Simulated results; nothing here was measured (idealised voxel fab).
Process module name: voxel self aligned vias
This is section cut - it's 285 nm across, gridded in 5 nm square cells.
Each cross-section below is a grid of square cells, stated as bands in top-down order, with one or more rows of cells making up each band. Heights first: top, then bottom, in nm. Then materials, left to right, each with a width in nm. "edge to edge" on a single material: fills the band edge to edge. "empty": empty space. Heights are expressed relative to 0, this being the level below which the as-received wafer comprises one material exclusively. The lowest band is unbounded in the downward direction and is denoted as in "0 down". With a width like "30 to 40", each row of cells in the band differs from the next by the same amount, the top row carrying the first number and the bottom row the second. Any step labelled "changes: none" changed none of the cells in the cross-section. The label "Sealed void list" introduces a list of the empty spaces, 8 cells or larger, that have no open way up to the top; each entry in it reads width x height at distance, where the distance is taken from the left edge and all three are stated in nm. Text after the settings on a step's line: the simulator's own remark on that step. A step's line can hold "overlay nm"; with a mask on that step, the setting says how far right of the planned place the mask lay, while a negative setting says it lay to the left.

INTENDED PROCESS STEPS
1) RECEIVE (material Si)
2) CONFORMAL_DEP (material SiO2; thk nm 15)
3) CONFORMAL_DEP (material SiCN; thk nm 5)
4) DIRECTIONAL_DEP (material SiO2; thk nm 20)
5) PATTERN (tone open; mask id LINES; material resist; width nm 20; pitch nm 45; thk nm 15; overlay nm 0)
6) DIRECTIONAL_ETCH (etch materials SiO2; depth nm 20)
7) STRIP (etch materials resist)
8) CONFORMAL_DEP (material TiN; thk nm 5)
9) FILL_DEP (material W; thk nm 5)
10) CMP (height nm 40)
11) SELECTIVE_ETCH (etch materials W Ru TiN; depth nm 5)
12) FILL_DEP (material SiN; thk nm 10)
13) CMP (height nm 40)
14) DIRECTIONAL_DEP (material SiO2; thk nm 15)
15) DIRECTIONAL_DEP (material aC; thk nm 15)
16) PATTERN (tone open; mask id VIAS; material resist; width nm 30; thk nm 30; overlay nm 0)
17) DIRECTIONAL_ETCH (etch materials aC; depth nm 15)
18) STRIP (etch materials resist)
19) DIRECTIONAL_ETCH (etch materials SiO2; depth nm 15)
20) DIRECTIONAL_ETCH (etch materials SiN; depth nm 5)
21) STRIP (etch materials aC)
22) CONFORMAL_DEP (material TiN; thk nm 5)
23) FILL_DEP (material W; thk nm 5)
24) CMP (height nm 55)
25) CONFORMAL_DEP (material SiN; thk nm 5)

WHAT FOLLOWS COVERS THE FIRST OF TWO WAFERS; IT RAN AS PLANNED

HERE'S WHAT THE WAFER LOOKED LIKE IN CROSS-SECTION WHEN IT ARRIVED - THAT'S AFTER STEP 1
- 0 down  Si edge to edge
- Sealed void list: none

PRESENTED HERE IS A CROSS-SECTION OF THE WAFER AFTER STEP 2 HAS BEEN PERFORMED
- 15 to 0  SiO2 edge to edge
- All layers under 0 are left as they were.

PRESENTED HERE IS A CROSS-SECTION OF THE WAFER AFTER STEP 3 HAS BEEN PERFORMED
- 20 to 15  SiCN edge to edge
- All layers under 15 are left as they were.

PRESENTED HERE IS A CROSS-SECTION OF THE WAFER AFTER STEP 4 HAS BEEN PERFORMED
- 40 to 20  SiO2 edge to edge
- All layers under 20 are left as they were.

PRESENTED HERE IS A CROSS-SECTION OF THE WAFER AFTER STEP 5 HAS BEEN PERFORMED
- 55 to 40  resist: 110, then empty: 20, then resist: 25, then empty: 20, then resist: 110
- All layers under 40 are left as they were.

PRESENTED HERE IS A CROSS-SECTION OF THE WAFER AFTER STEP 6 HAS BEEN PERFORMED
- 55 to 40  resist: 110, then empty: 20, then resist: 25, then empty: 20, then resist: 110
- 40 to 20  SiO2: 110, then empty: 20, then SiO2: 25, then empty: 20, then SiO2: 110
- All layers under 20 are left as they were.

PRESENTED HERE IS A CROSS-SECTION OF THE WAFER AFTER STEP 7 HAS BEEN PERFORMED
- 40 to 20  SiO2: 110, then empty: 20, then SiO2: 25, then empty: 20, then SiO2: 110
- All layers under 20 are left as they were.

PRESENTED HERE IS A CROSS-SECTION OF THE WAFER AFTER STEP 8 HAS BEEN PERFORMED
- 45 to 40  TiN: 115, then empty: 10, then TiN: 35, then empty: 10, then TiN: 115
- 40 to 25  SiO2: 110, then TiN: 5, then empty: 10, then TiN: 5, then SiO2: 25, then TiN: 5, then empty: 10, then TiN: 5, then SiO2: 110
- 25 to 20  SiO2: 110, then TiN: 20, then SiO2: 25, then TiN: 20, then SiO2: 110
- All layers under 20 are left as they were.

PRESENTED HERE IS A CROSS-SECTION OF THE WAFER AFTER STEP 9 HAS BEEN PERFORMED
- 50 to 45  W edge to edge
- 45 to 40  TiN: 115, then W: 10, then TiN: 35, then W: 10, then TiN: 115
- 40 to 25  SiO2: 110, then TiN: 5, then W: 10, then TiN: 5, then SiO2: 25, then TiN: 5, then W: 10, then TiN: 5, then SiO2: 110
- All layers under 25 are left as they were.

PRESENTED HERE IS A CROSS-SECTION OF THE WAFER AFTER STEP 10 HAS BEEN PERFORMED
- 40 to 25  SiO2: 110, then TiN: 5, then W: 10, then TiN: 5, then SiO2: 25, then TiN: 5, then W: 10, then TiN: 5, then SiO2: 110
- All layers under 25 are left as they were.

PRESENTED HERE IS A CROSS-SECTION OF THE WAFER AFTER STEP 11 HAS BEEN PERFORMED
- 40 to 35  SiO2: 110, then empty: 20, then SiO2: 25, then empty: 20, then SiO2: 110
- All layers under 35 are left as they were.

PRESENTED HERE IS A CROSS-SECTION OF THE WAFER AFTER STEP 12 HAS BEEN PERFORMED
- 50 to 40  SiN edge to edge
- 40 to 35  SiO2: 110, then SiN: 20, then SiO2: 25, then SiN: 20, then SiO2: 110
- All layers under 35 are left as they were.

PRESENTED HERE IS A CROSS-SECTION OF THE WAFER AFTER STEP 13 HAS BEEN PERFORMED
- 40 to 35  SiO2: 110, then SiN: 20, then SiO2: 25, then SiN: 20, then SiO2: 110
- All layers under 35 are left as they were.

PRESENTED HERE IS A CROSS-SECTION OF THE WAFER AFTER STEP 14 HAS BEEN PERFORMED
- 55 to 40  SiO2 edge to edge
- All layers under 40 are left as they were.

PRESENTED HERE IS A CROSS-SECTION OF THE WAFER AFTER STEP 15 HAS BEEN PERFORMED
- 70 to 55  aC edge to edge
- All layers under 55 are left as they were.

PRESENTED HERE IS A CROSS-SECTION OF THE WAFER AFTER STEP 16 HAS BEEN PERFORMED
- 100 to 70  resist: 105, then empty: 30, then resist: 150
- All layers under 70 are left as they were.

PRESENTED HERE IS A CROSS-SECTION OF THE WAFER AFTER STEP 17 HAS BEEN PERFORMED
- 85 to 70  resist: 105, then empty: 30, then resist: 150
- 70 to 55  aC: 105, then empty: 30, then aC: 150
- All layers under 55 are left as they were.

PRESENTED HERE IS A CROSS-SECTION OF THE WAFER AFTER STEP 18 HAS BEEN PERFORMED
- 70 to 55  aC: 105, then empty: 30, then aC: 150
- All layers under 55 are left as they were.

PRESENTED HERE IS A CROSS-SECTION OF THE WAFER AFTER STEP 19 HAS BEEN PERFORMED
- 70 to 55  aC: 105, then empty: 30, then aC: 150
- 55 to 40  SiO2: 105, then empty: 30, then SiO2: 150
- All layers under 40 are left as they were.

PRESENTED HERE IS A CROSS-SECTION OF THE WAFER AFTER STEP 20 HAS BEEN PERFORMED
- 70 to 55  aC: 105, then empty: 30, then aC: 150
- 55 to 40  SiO2: 105, then empty: 30, then SiO2: 150
- 40 to 35  SiO2: 110, then empty: 20, then SiO2: 25, then SiN: 20, then SiO2: 110
- All layers under 35 are left as they were.

PRESENTED HERE IS A CROSS-SECTION OF THE WAFER AFTER STEP 21 HAS BEEN PERFORMED
- 55 to 40  SiO2: 105, then empty: 30, then SiO2: 150
- All layers under 40 are left as they were.

PRESENTED HERE IS A CROSS-SECTION OF THE WAFER AFTER STEP 22 HAS BEEN PERFORMED
- 60 to 55  TiN: 110, then empty: 20, then TiN: 155
- 55 to 45  SiO2: 105, then TiN: 5, then empty: 20, then TiN: 5, then SiO2: 150
- 45 to 40  SiO2: 105, then TiN: 10, then empty: 10, then TiN: 10, then SiO2: 150
- 40 to 35  SiO2: 110, then TiN: 20, then SiO2: 25, then SiN: 20, then SiO2: 110
- All layers under 35 are left as they were.

PRESENTED HERE IS A CROSS-SECTION OF THE WAFER AFTER STEP 23 HAS BEEN PERFORMED
- 65 to 60  W edge to edge
- 60 to 55  TiN: 110, then W: 20, then TiN: 155
- 55 to 45  SiO2: 105, then TiN: 5, then W: 20, then TiN: 5, then SiO2: 150
- 45 to 40  SiO2: 105, then TiN: 10, then W: 10, then TiN: 10, then SiO2: 150
- All layers under 40 are left as they were.

PRESENTED HERE IS A CROSS-SECTION OF THE WAFER AFTER STEP 24 HAS BEEN PERFORMED
- 55 to 45  SiO2: 105, then TiN: 5, then W: 20, then TiN: 5, then SiO2: 150
- All layers under 45 are left as they were.

PRESENTED HERE IS A CROSS-SECTION OF THE WAFER AFTER STEP 25 HAS BEEN PERFORMED
- 60 to 55  SiN edge to edge
- All layers under 55 are left as they were.

IT IS TO BE NOTED THAT THE SECOND WAFER PROCEEDED FROM THE SAME INITIAL STATE AND ACCORDING TO THE SAME PLAN AS THE FIRST, ALTHOUGH ONE MISTAKE WAS COMMITTED IN ITS EXECUTION; THROUGH STEP 4, INCLUSIVE, THE TWO WAFERS SHARE AN IDENTICAL HISTORY

PLANNED END OF STEP 5: SECOND WAFER, CROSS-SECTION
- 55 to 40  resist: 115, then empty: 15, then resist: 30, then empty: 15, then resist: 110
- All layers under 40 are left as they were.

PLANNED END OF STEP 6: SECOND WAFER, CROSS-SECTION
- 55 to 40  resist: 115, then empty: 15, then resist: 30, then empty: 15, then resist: 110
- 40 to 20  SiO2: 115, then empty: 15, then SiO2: 30, then empty: 15, then SiO2: 110
- All layers under 20 are left as they were.

PLANNED END OF STEP 7: SECOND WAFER, CROSS-SECTION
- 40 to 20  SiO2: 115, then empty: 15, then SiO2: 30, then empty: 15, then SiO2: 110
- All layers under 20 are left as they were.

PLANNED END OF STEP 8: SECOND WAFER, CROSS-SECTION
- 45 to 40  TiN: 120, then empty: 5, then TiN: 40, then empty: 5, then TiN: 115
- 40 to 25  SiO2: 115, then TiN: 5, then empty: 5, then TiN: 5, then SiO2: 30, then TiN: 5, then empty: 5, then TiN: 5, then SiO2: 110
- 25 to 20  SiO2: 115, then TiN: 15, then SiO2: 30, then TiN: 15, then SiO2: 110
- All layers under 20 are left as they were.

PLANNED END OF STEP 9: SECOND WAFER, CROSS-SECTION
- 50 to 45  W edge to edge
- 45 to 40  TiN: 120, then W: 5, then TiN: 40, then W: 5, then TiN: 115
- 40 to 25  SiO2: 115, then TiN: 5, then W: 5, then TiN: 5, then SiO2: 30, then TiN: 5, then W: 5, then TiN: 5, then SiO2: 110
- All layers under 25 are left as they were.

PLANNED END OF STEP 10: SECOND WAFER, CROSS-SECTION
- 40 to 25  SiO2: 115, then TiN: 5, then W: 5, then TiN: 5, then SiO2: 30, then TiN: 5, then W: 5, then TiN: 5, then SiO2: 110
- All layers under 25 are left as they were.

PLANNED END OF STEP 11: SECOND WAFER, CROSS-SECTION
- 40 to 35  SiO2: 115, then empty: 15, then SiO2: 30, then empty: 15, then SiO2: 110
- All layers under 35 are left as they were.

PLANNED END OF STEP 12: SECOND WAFER, CROSS-SECTION
- 50 to 40  SiN edge to edge
- 40 to 35  SiO2: 115, then SiN: 15, then SiO2: 30, then SiN: 15, then SiO2: 110
- All layers under 35 are left as they were.

PLANNED END OF STEP 13: SECOND WAFER, CROSS-SECTION
- 40 to 35  SiO2: 115, then SiN: 15, then SiO2: 30, then SiN: 15, then SiO2: 110
- All layers under 35 are left as they were.

PLANNED END OF STEP 14: SECOND WAFER, CROSS-SECTION
- 55 to 40  SiO2 edge to edge
- All layers under 40 are left as they were.

PLANNED END OF STEP 15: SECOND WAFER, CROSS-SECTION
- 70 to 55  aC edge to edge
- All layers under 55 are left as they were.

PLANNED END OF STEP 16: SECOND WAFER, CROSS-SECTION
- 100 to 70  resist: 105, then empty: 30, then resist: 150
- All layers under 70 are left as they were.

PLANNED END OF STEP 17: SECOND WAFER, CROSS-SECTION
- 85 to 70  resist: 105, then empty: 30, then resist: 150
- 70 to 55  aC: 105, then empty: 30, then aC: 150
- All layers under 55 are left as they were.

PLANNED END OF STEP 18: SECOND WAFER, CROSS-SECTION
- 70 to 55  aC: 105, then empty: 30, then aC: 150
- All layers under 55 are left as they were.

PLANNED END OF STEP 19: SECOND WAFER, CROSS-SECTION
- 70 to 55  aC: 105, then empty: 30, then aC: 150
- 55 to 40  SiO2: 105, then empty: 30, then SiO2: 150
- All layers under 40 are left as they were.

PLANNED END OF STEP 20: SECOND WAFER, CROSS-SECTION
- 70 to 55  aC: 105, then empty: 30, then aC: 150
- 55 to 40  SiO2: 105, then empty: 30, then SiO2: 150
- 40 to 35  SiO2: 115, then empty: 15, then SiO2: 30, then SiN: 15, then SiO2: 110
- All layers under 35 are left as they were.

PLANNED END OF STEP 21: SECOND WAFER, CROSS-SECTION
- 55 to 40  SiO2: 105, then empty: 30, then SiO2: 150
- All layers under 40 are left as they were.

PLANNED END OF STEP 22: SECOND WAFER, CROSS-SECTION
- 60 to 55  TiN: 110, then empty: 20, then TiN: 155
- 55 to 45  SiO2: 105, then TiN: 5, then empty: 20, then TiN: 5, then SiO2: 150
- 45 to 40  SiO2: 105, then TiN: 15, then empty: 5, then TiN: 10, then SiO2: 150
- 40 to 35  SiO2: 115, then TiN: 15, then SiO2: 30, then SiN: 15, then SiO2: 110
- All layers under 35 are left as they were.

PLANNED END OF STEP 23: SECOND WAFER, CROSS-SECTION
- 65 to 60  W edge to edge
- 60 to 55  TiN: 110, then W: 20, then TiN: 155
- 55 to 45  SiO2: 105, then TiN: 5, then W: 20, then TiN: 5, then SiO2: 150
- 45 to 40  SiO2: 105, then TiN: 15, then W: 5, then TiN: 10, then SiO2: 150
- All layers under 40 are left as they were.

PLANNED END OF STEP 24: SECOND WAFER, CROSS-SECTION
- 55 to 45  SiO2: 105, then TiN: 5, then W: 20, then TiN: 5, then SiO2: 150
- All layers under 45 are left as they were.

PLANNED END OF STEP 25: SECOND WAFER, CROSS-SECTION
- 60 to 55  SiN edge to edge
- All layers under 55 are left as they were.
Run error: step 5, actual vs plan mismatch, actual run PATTERN (tone open; mask id LINES; material resist; width nm 15; pitch nm 45; thk nm 15; overlay nm 0)
In the final state, the cell counts of the second wafer exceed or fall short of those of the first for the following materials: 1 fewer of SiN; 8 more of SiO2; 2 fewer of TiN; 5 fewer of W
